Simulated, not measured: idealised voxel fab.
process module | voxel wiring stack
cross-section cut | 185 nm wide | cells 5 nm
A cross-section is a grid of square cells, given in bands from the top down. A band is one or more rows of cells.
Each band's line starts with the height of the band's top and of its bottom, in nm. Then come its materials from left to right, each with its width in nm. One material with "throughout" fills the band from edge to edge. "air" is empty space.
Height 0 is the level under which the wafer as received is all one material. The lowest band goes on downwards, as in "0 down".
A width such as "30 to 40" changes by the same amount from each row of cells to the next, from the band's top row to its bottom row.
"no change" after a step means that no cell of the cross-section changed.
closed voids: empty space of 8 cells or more with no open way to the top, each as width x height at its distance from the left edge, in nm
after a step's settings: what the simulator itself notes on the step
overlay nm, on a step with a mask: how far to the right of its planned place the mask lay; to the left if negative
plan
1 op RECEIVE | material Si
2 op CONFORMAL_DEP | material SiO2 | thk nm 15
3 op DIRECTIONAL_DEP | material TiN | thk nm 5
4 op DIRECTIONAL_DEP | material W | thk nm 15
5 op PATTERN | tone cover | mask id METAL_1 | material resist | width nm 20 | pitch nm 45 | thk nm 20 | overlay nm 0
6 op DIRECTIONAL_ETCH | etch materials W | depth nm 15
7 op DIRECTIONAL_ETCH | etch materials TiN | depth nm 5
8 op STRIP | etch materials resist
9 op CONFORMAL_DEP | material SiN | thk nm 5
10 op FILL_DEP | material lowk | thk nm 5
11 op CMP | height nm 35
12 op CONFORMAL_DEP | material SiCN | thk nm 5
13 op DIRECTIONAL_DEP | material SiO2 | thk nm 35
14 op MASKED_ETCH | tone open | mask id METAL_2 | width nm 20 | pitch nm 45 | etch materials SiO2 | depth nm 20 | overlay nm 0
15 op DIRECTIONAL_DEP | material aC | thk nm 15
16 op PATTERN | tone open | mask id METAL_2_HOLES | material resist | width nm 15 | pitch nm 45 | thk nm 35 | overlay nm 0
17 op DIRECTIONAL_ETCH | etch materials aC | depth nm 15
18 op STRIP | etch materials resist
19 op DIRECTIONAL_ETCH | etch materials SiO2 | depth nm 15
20 op DIRECTIONAL_ETCH | etch materials SiCN | depth nm 5
21 op STRIP | etch materials aC
22 op CONFORMAL_DEP | material TiN | thk nm 5
23 op FILL_DEP | material Cu | thk nm 5
24 op CMP | height nm 75
25 op CONFORMAL_DEP | material SiCN | thk nm 5
26 op DIRECTIONAL_DEP | material lowk | thk nm 10
27 op PATTERN | tone open | mask id PLUG_2 | material resist | width nm 15 | thk nm 20 | overlay nm 0
28 op DIRECTIONAL_ETCH | etch materials lowk | depth nm 10
29 op DIRECTIONAL_ETCH | etch materials SiCN | depth nm 5
30 op STRIP | etch materials resist
31 op CONFORMAL_DEP | material TiN | thk nm 5
32 op FILL_DEP | material W | thk nm 5
33 op CMP | height nm 90
34 op CONFORMAL_DEP | material SiCN | thk nm 5
35 op DIRECTIONAL_DEP | material SiO2 | thk nm 25
36 op PATTERN | tone open | mask id METAL_3 | material resist | width nm 20 | pitch nm 45 | thk nm 20 | overlay nm 0
37 op DIRECTIONAL_ETCH | etch materials SiO2 | depth nm 25
38 op DIRECTIONAL_ETCH | etch materials SiCN | depth nm 5
39 op STRIP | etch materials resist
40 op CONFORMAL_DEP | material TiN | thk nm 5
41 op FILL_DEP | material Cu | thk nm 10
42 op CMP | height nm 120
43 op CONFORMAL_DEP | material SiCN | thk nm 5
44 op DIRECTIONAL_DEP | material lowk | thk nm 10
45 op PATTERN | tone open | mask id PLUG_3 | material resist | width nm 15 | pitch nm 45 | thk nm 15 | overlay nm 0
46 op DIRECTIONAL_ETCH | etch materials lowk | depth nm 10
47 op DIRECTIONAL_ETCH | etch materials SiCN | depth nm 5
48 op STRIP | etch materials resist
49 op EPI | material Ru | thk nm 10
50 op EPI | material Ru | thk nm 5
51 op DIRECTIONAL_DEP | material TiN | thk nm 5
52 op DIRECTIONAL_DEP | material W | thk nm 25
53 op MASKED_ETCH | tone cover | mask id METAL_4 | width nm 20 | pitch nm 45 | etch materials W | depth nm 25 | overlay nm 0
54 op MASKED_ETCH | tone cover | mask id METAL_4 | width nm 20 | pitch nm 45 | etch materials TiN | depth nm 5 | overlay nm 0
55 op CONFORMAL_DEP | material SiN | thk nm 5
56 op FILL_DEP | material SiO2 | thk nm 10
57 op CMP | height nm 165
58 op CONFORMAL_DEP | material SiN | thk nm 5
first wafer, as planned
as received, after step 1
  0 down: Si throughout
  closed voids: none
after step 2
  15 to 0: SiO2 throughout
  below 0: unchanged
after step 3
  20 to 15: TiN throughout
  below 15: unchanged
after step 4
  35 to 20: W throughout
  below 20: unchanged
after step 5
  55 to 35: air 60 | resist 20 | air 25 | resist 20 | air 60
  below 35: unchanged
after step 6
  55 to 35: air 60 | resist 20 | air 25 | resist 20 | air 60
  35 to 20: air 60 | W 20 | air 25 | W 20 | air 60
  below 20: unchanged
after step 7
  55 to 35: air 60 | resist 20 | air 25 | resist 20 | air 60
  35 to 20: air 60 | W 20 | air 25 | W 20 | air 60
  20 to 15: air 60 | TiN 20 | air 25 | TiN 20 | air 60
  below 15: unchanged
after step 8
  35 to 20: air 60 | W 20 | air 25 | W 20 | air 60
  below 20: unchanged
after step 9
  40 to 35: air 55 | SiN 30 | air 15 | SiN 30 | air 55
  35 to 20: air 55 | SiN 5 | W 20 | SiN 5 | air 15 | SiN 5 | W 20 | SiN 5 | air 55
  20 to 15: SiN 60 | TiN 20 | SiN 25 | TiN 20 | SiN 60
  below 15: unchanged
after step 10
  45 to 40: lowk throughout
  40 to 35: lowk 55 | SiN 30 | lowk 15 | SiN 30 | lowk 55
  35 to 20: lowk 55 | SiN 5 | W 20 | SiN 5 | lowk 15 | SiN 5 | W 20 | SiN 5 | lowk 55
  below 20: unchanged
after step 11
  35 to 20: lowk 55 | SiN 5 | W 20 | SiN 5 | lowk 15 | SiN 5 | W 20 | SiN 5 | lowk 55
  below 20: unchanged
after step 12
  40 to 35: SiCN throughout
  below 35: unchanged
after step 13
  75 to 40: SiO2 throughout
  below 40: unchanged
after step 14
  75 to 55: SiO2 60 | air 20 | SiO2 25 | air 20 | SiO2 60
  below 55: unchanged
after step 15
  90 to 75: aC 60 | air 20 | aC 25 | air 20 | aC 60
  75 to 70: SiO2 60 | air 20 | SiO2 25 | air 20 | SiO2 60
  70 to 55: SiO2 60 | aC 20 | SiO2 25 | aC 20 | SiO2 60
  below 55: unchanged
after step 16
  125 to 90: resist 60 | air 15 | resist 30 | air 15 | resist 65
  90 to 75: aC 60 | air 15 | resist 5 | aC 25 | air 15 | resist 5 | aC 60
  75 to 70: SiO2 60 | air 15 | resist 5 | SiO2 25 | air 15 | resist 5 | SiO2 60
  below 70: unchanged
after step 17
  110 to 90: resist 60 | air 15 | resist 30 | air 15 | resist 65
  90 to 75: aC 60 | air 15 | resist 5 | aC 25 | air 15 | resist 5 | aC 60
  75 to 70: SiO2 60 | air 15 | resist 5 | SiO2 25 | air 15 | resist 5 | SiO2 60
  70 to 55: SiO2 60 | air 15 | aC 5 | SiO2 25 | air 15 | aC 5 | SiO2 60
  below 55: unchanged
after step 18
  90 to 75: aC 60 | air 20 | aC 25 | air 20 | aC 60
  75 to 70: SiO2 60 | air 20 | SiO2 25 | air 20 | SiO2 60
  below 70: unchanged
after step 19
  90 to 75: aC 60 | air 20 | aC 25 | air 20 | aC 60
  75 to 70: SiO2 60 | air 20 | SiO2 25 | air 20 | SiO2 60
  70 to 55: SiO2 60 | air 15 | aC 5 | SiO2 25 | air 15 | aC 5 | SiO2 60
  55 to 40: SiO2 60 | air 15 | SiO2 30 | air 15 | SiO2 65
  below 40: unchanged
after step 20
  90 to 75: aC 60 | air 20 | aC 25 | air 20 | aC 60
  75 to 70: SiO2 60 | air 20 | SiO2 25 | air 20 | SiO2 60
  70 to 55: SiO2 60 | air 15 | aC 5 | SiO2 25 | air 15 | aC 5 | SiO2 60
  55 to 40: SiO2 60 | air 15 | SiO2 30 | air 15 | SiO2 65
  40 to 35: SiCN 60 | air 15 | SiCN 30 | air 15 | SiCN 65
  below 35: unchanged
after step 21
  75 to 55: SiO2 60 | air 20 | SiO2 25 | air 20 | SiO2 60
  below 55: unchanged
after step 22
  80 to 75: TiN 65 | air 10 | TiN 35 | air 10 | TiN 65
  75 to 60: SiO2 60 | TiN 5 | air 10 | TiN 5 | SiO2 25 | TiN 5 | air 10 | TiN 5 | SiO2 60
  60 to 55: SiO2 60 | TiN 5 | air 5 | TiN 10 | SiO2 25 | TiN 5 | air 5 | TiN 10 | SiO2 60
  55 to 40: SiO2 60 | TiN 5 | air 5 | TiN 5 | SiO2 30 | TiN 5 | air 5 | TiN 5 | SiO2 65
  40 to 35: SiCN 60 | TiN 15 | SiCN 30 | TiN 15 | SiCN 65
  below 35: unchanged
after step 23
  85 to 80: Cu throughout
  80 to 75: TiN 65 | Cu 10 | TiN 35 | Cu 10 | TiN 65
  75 to 60: SiO2 60 | TiN 5 | Cu 10 | TiN 5 | SiO2 25 | TiN 5 | Cu 10 | TiN 5 | SiO2 60
  60 to 55: SiO2 60 | TiN 5 | Cu 5 | TiN 10 | SiO2 25 | TiN 5 | Cu 5 | TiN 10 | SiO2 60
  55 to 40: SiO2 60 | TiN 5 | Cu 5 | TiN 5 | SiO2 30 | TiN 5 | Cu 5 | TiN 5 | SiO2 65
  below 40: unchanged
after step 24
  75 to 60: SiO2 60 | TiN 5 | Cu 10 | TiN 5 | SiO2 25 | TiN 5 | Cu 10 | TiN 5 | SiO2 60
  below 60: unchanged
after step 25
  80 to 75: SiCN throughout
  below 75: unchanged
after step 26
  90 to 80: lowk throughout
  below 80: unchanged
after step 27
  110 to 90: resist 60 | air 15 | resist 110
  below 90: unchanged
after step 28
  110 to 90: resist 60 | air 15 | resist 110
  90 to 80: lowk 60 | air 15 | lowk 110
  below 80: unchanged
after step 29
  110 to 90: resist 60 | air 15 | resist 110
  90 to 80: lowk 60 | air 15 | lowk 110
  80 to 75: SiCN 60 | air 15 | SiCN 110
  below 75: unchanged
after step 30
  90 to 80: lowk 60 | air 15 | lowk 110
  below 80: unchanged
after step 31
  95 to 90: TiN 65 | air 5 | TiN 115
  90 to 80: lowk 60 | TiN 5 | air 5 | TiN 5 | lowk 110
  80 to 75: SiCN 60 | TiN 15 | SiCN 110
  below 75: unchanged
after step 32
  100 to 95: W throughout
  95 to 90: TiN 65 | W 5 | TiN 115
  90 to 80: lowk 60 | TiN 5 | W 5 | TiN 5 | lowk 110
  below 80: unchanged
after step 33
  90 to 80: lowk 60 | TiN 5 | W 5 | TiN 5 | lowk 110
  below 80: unchanged
after step 34
  95 to 90: SiCN throughout
  below 90: unchanged
after step 35
  120 to 95: SiO2 throughout
  below 95: unchanged
after step 36
  140 to 120: resist 60 | air 20 | resist 25 | air 20 | resist 60
  below 120: unchanged
after step 37
  140 to 120: resist 60 | air 20 | resist 25 | air 20 | resist 60
  120 to 95: SiO2 60 | air 20 | SiO2 25 | air 20 | SiO2 60
  below 95: unchanged
after step 38
  140 to 120: resist 60 | air 20 | resist 25 | air 20 | resist 60
  120 to 95: SiO2 60 | air 20 | SiO2 25 | air 20 | SiO2 60
  95 to 90: SiCN 60 | air 20 | SiCN 25 | air 20 | SiCN 60
  below 90: unchanged
after step 39
  120 to 95: SiO2 60 | air 20 | SiO2 25 | air 20 | SiO2 60
  below 95: unchanged
after step 40
  125 to 120: TiN 65 | air 10 | TiN 35 | air 10 | TiN 65
  120 to 95: SiO2 60 | TiN 5 | air 10 | TiN 5 | SiO2 25 | TiN 5 | air 10 | TiN 5 | SiO2 60
  95 to 90: SiCN 60 | TiN 20 | SiCN 25 | TiN 20 | SiCN 60
  below 90: unchanged
after step 41
  135 to 125: Cu throughout
  125 to 120: TiN 65 | Cu 10 | TiN 35 | Cu 10 | TiN 65
  120 to 95: SiO2 60 | TiN 5 | Cu 10 | TiN 5 | SiO2 25 | TiN 5 | Cu 10 | TiN 5 | SiO2 60
  below 95: unchanged
after step 42
  120 to 95: SiO2 60 | TiN 5 | Cu 10 | TiN 5 | SiO2 25 | TiN 5 | Cu 10 | TiN 5 | SiO2 60
  below 95: unchanged
after step 43
  125 to 120: SiCN throughout
  below 120: unchanged
after step 44
  135 to 125: lowk throughout
  below 125: unchanged
after step 45
  150 to 135: resist 60 | air 15 | resist 30 | air 15 | resist 65
  below 135: unchanged
after step 46
  150 to 135: resist 60 | air 15 | resist 30 | air 15 | resist 65
  135 to 125: lowk 60 | air 15 | lowk 30 | air 15 | lowk 65
  below 125: unchanged
after step 47
  150 to 135: resist 60 | air 15 | resist 30 | air 15 | resist 65
  135 to 125: lowk 60 | air 15 | lowk 30 | air 15 | lowk 65
  125 to 120: SiCN 60 | air 15 | SiCN 30 | air 15 | SiCN 65
  below 120: unchanged
after step 48
  135 to 125: lowk 60 | air 15 | lowk 30 | air 15 | lowk 65
  below 125: unchanged
after step 49
  135 to 130: lowk 60 | air 15 | lowk 30 | air 15 | lowk 65
  130 to 125: lowk 60 | Ru 15 | lowk 30 | Ru 15 | lowk 65
  125 to 120: SiCN 60 | Ru 15 | SiCN 30 | Ru 15 | SiCN 65
  below 120: unchanged
after step 50
  135 to 125: lowk 60 | Ru 15 | lowk 30 | Ru 15 | lowk 65
  below 125: unchanged
after step 51
  140 to 135: TiN throughout
  below 135: unchanged
after step 52
  165 to 140: W throughout
  below 140: unchanged
after step 53
  165 to 140: air 60 | W 20 | air 25 | W 20 | air 60
  below 140: unchanged
after step 54
  165 to 140: air 60 | W 20 | air 25 | W 20 | air 60
  140 to 135: air 60 | TiN 20 | air 25 | TiN 20 | air 60
  below 135: unchanged
after step 55
  170 to 165: air 55 | SiN 30 | air 15 | SiN 30 | air 55
  165 to 140: air 55 | SiN 5 | W 20 | SiN 5 | air 15 | SiN 5 | W 20 | SiN 5 | air 55
  140 to 135: SiN 60 | TiN 20 | SiN 25 | TiN 20 | SiN 60
  below 135: unchanged
after step 56
  180 to 170: SiO2 throughout
  170 to 165: SiO2 55 | SiN 30 | SiO2 15 | SiN 30 | SiO2 55
  165 to 140: SiO2 55 | SiN 5 | W 20 | SiN 5 | SiO2 15 | SiN 5 | W 20 | SiN 5 | SiO2 55
  below 140: unchanged
after step 57
  165 to 140: SiO2 55 | SiN 5 | W 20 | SiN 5 | SiO2 15 | SiN 5 | W 20 | SiN 5 | SiO2 55
  below 140: unchanged
after step 58
  170 to 165: SiN throughout
  below 165: unchanged
second wafer: like start, like plan, one mistake. Through step 24 it matches the first wafer
when step 25 should have ended
  85 to 75: lowk throughout
  below 75: unchanged
when step 26 should have ended
  90 to 85: SiCN throughout
  below 85: unchanged
when step 27 should have ended
  110 to 90: resist 60 | air 15 | resist 110
  below 90: unchanged
when step 28 should have ended: no change
when step 29 should have ended
  110 to 90: resist 60 | air 15 | resist 110
  90 to 85: SiCN 60 | air 15 | SiCN 110
  below 85: unchanged
when step 30 should have ended
  90 to 85: SiCN 60 | air 15 | SiCN 110
  below 85: unchanged
when step 31 should have ended
  95 to 90: TiN 65 | air 5 | TiN 115
  90 to 85: SiCN 60 | TiN 15 | SiCN 110
  below 85: unchanged
when step 32 should have ended
  100 to 95: W throughout
  95 to 90: TiN 65 | W 5 | TiN 115
  below 90: unchanged
when step 33 should have ended
  90 to 85: SiCN 60 | TiN 15 | SiCN 110
  below 85: unchanged
when step 34 should have ended
  95 to 90: SiCN throughout
  below 90: unchanged
when step 35 should have ended
  120 to 95: SiO2 throughout
  below 95: unchanged
when step 36 should have ended
  140 to 120: resist 60 | air 20 | resist 25 | air 20 | resist 60
  below 120: unchanged
when step 37 should have ended
  140 to 120: resist 60 | air 20 | resist 25 | air 20 | resist 60
  120 to 95: SiO2 60 | air 20 | SiO2 25 | air 20 | SiO2 60
  below 95: unchanged
when step 38 should have ended
  140 to 120: resist 60 | air 20 | resist 25 | air 20 | resist 60
  120 to 95: SiO2 60 | air 20 | SiO2 25 | air 20 | SiO2 60
  95 to 90: SiCN 60 | air 20 | SiCN 25 | air 20 | SiCN 60
  below 90: unchanged
when step 39 should have ended
  120 to 95: SiO2 60 | air 20 | SiO2 25 | air 20 | SiO2 60
  below 95: unchanged
when step 40 should have ended
  125 to 120: TiN 65 | air 10 | TiN 35 | air 10 | TiN 65
  120 to 95: SiO2 60 | TiN 5 | air 10 | TiN 5 | SiO2 25 | TiN 5 | air 10 | TiN 5 | SiO2 60
  95 to 90: SiCN 60 | TiN 20 | SiCN 25 | TiN 20 | SiCN 60
  below 90: unchanged
when step 41 should have ended
  135 to 125: Cu throughout
  125 to 120: TiN 65 | Cu 10 | TiN 35 | Cu 10 | TiN 65
  120 to 95: SiO2 60 | TiN 5 | Cu 10 | TiN 5 | SiO2 25 | TiN 5 | Cu 10 | TiN 5 | SiO2 60
  below 95: unchanged
when step 42 should have ended
  120 to 95: SiO2 60 | TiN 5 | Cu 10 | TiN 5 | SiO2 25 | TiN 5 | Cu 10 | TiN 5 | SiO2 60
  below 95: unchanged
when step 43 should have ended
  125 to 120: SiCN throughout
  below 120: unchanged
when step 44 should have ended
  135 to 125: lowk throughout
  below 125: unchanged
when step 45 should have ended
  150 to 135: resist 60 | air 15 | resist 30 | air 15 | resist 65
  below 135: unchanged
when step 46 should have ended
  150 to 135: resist 60 | air 15 | resist 30 | air 15 | resist 65
  135 to 125: lowk 60 | air 15 | lowk 30 | air 15 | lowk 65
  below 125: unchanged
when step 47 should have ended
  150 to 135: resist 60 | air 15 | resist 30 | air 15 | resist 65
  135 to 125: lowk 60 | air 15 | lowk 30 | air 15 | lowk 65
  125 to 120: SiCN 60 | air 15 | SiCN 30 | air 15 | SiCN 65
  below 120: unchanged
when step 48 should have ended
  135 to 125: lowk 60 | air 15 | lowk 30 | air 15 | lowk 65
  below 125: unchanged
when step 49 should have ended
  135 to 130: lowk 60 | air 15 | lowk 30 | air 15 | lowk 65
  130 to 125: lowk 60 | Ru 15 | lowk 30 | Ru 15 | lowk 65
  125 to 120: SiCN 60 | Ru 15 | SiCN 30 | Ru 15 | SiCN 65
  below 120: unchanged
when step 50 should have ended
  135 to 125: lowk 60 | Ru 15 | lowk 30 | Ru 15 | lowk 65
  below 125: unchanged
when step 51 should have ended
  140 to 135: TiN throughout
  below 135: unchanged
when step 52 should have ended
  165 to 140: W throughout
  below 140: unchanged
when step 53 should have ended
  165 to 140: air 60 | W 20 | air 25 | W 20 | air 60
  below 140: unchanged
when step 54 should have ended
  165 to 140: air 60 | W 20 | air 25 | W 20 | air 60
  140 to 135: air 60 | TiN 20 | air 25 | TiN 20 | air 60
  below 135: unchanged
when step 55 should have ended
  170 to 165: air 55 | SiN 30 | air 15 | SiN 30 | air 55
  165 to 140: air 55 | SiN 5 | W 20 | SiN 5 | air 15 | SiN 5 | W 20 | SiN 5 | air 55
  140 to 135: SiN 60 | TiN 20 | SiN 25 | TiN 20 | SiN 60
  below 135: unchanged
when step 56 should have ended
  180 to 170: SiO2 throughout
  170 to 165: SiO2 55 | SiN 30 | SiO2 15 | SiN 30 | SiO2 55
  165 to 140: SiO2 55 | SiN 5 | W 20 | SiN 5 | SiO2 15 | SiN 5 | W 20 | SiN 5 | SiO2 55
  below 140: unchanged
when step 57 should have ended
  165 to 140: SiO2 55 | SiN 5 | W 20 | SiN 5 | SiO2 15 | SiN 5 | W 20 | SiN 5 | SiO2 55
  below 140: unchanged
when step 58 should have ended
  170 to 165: SiN throughout
  below 165: unchanged
what went wrong: steps 25 and 26 were swapped
at the end the second wafer has, in cells: 4 fewer of TiN | 2 fewer of W | 6 more of lowk
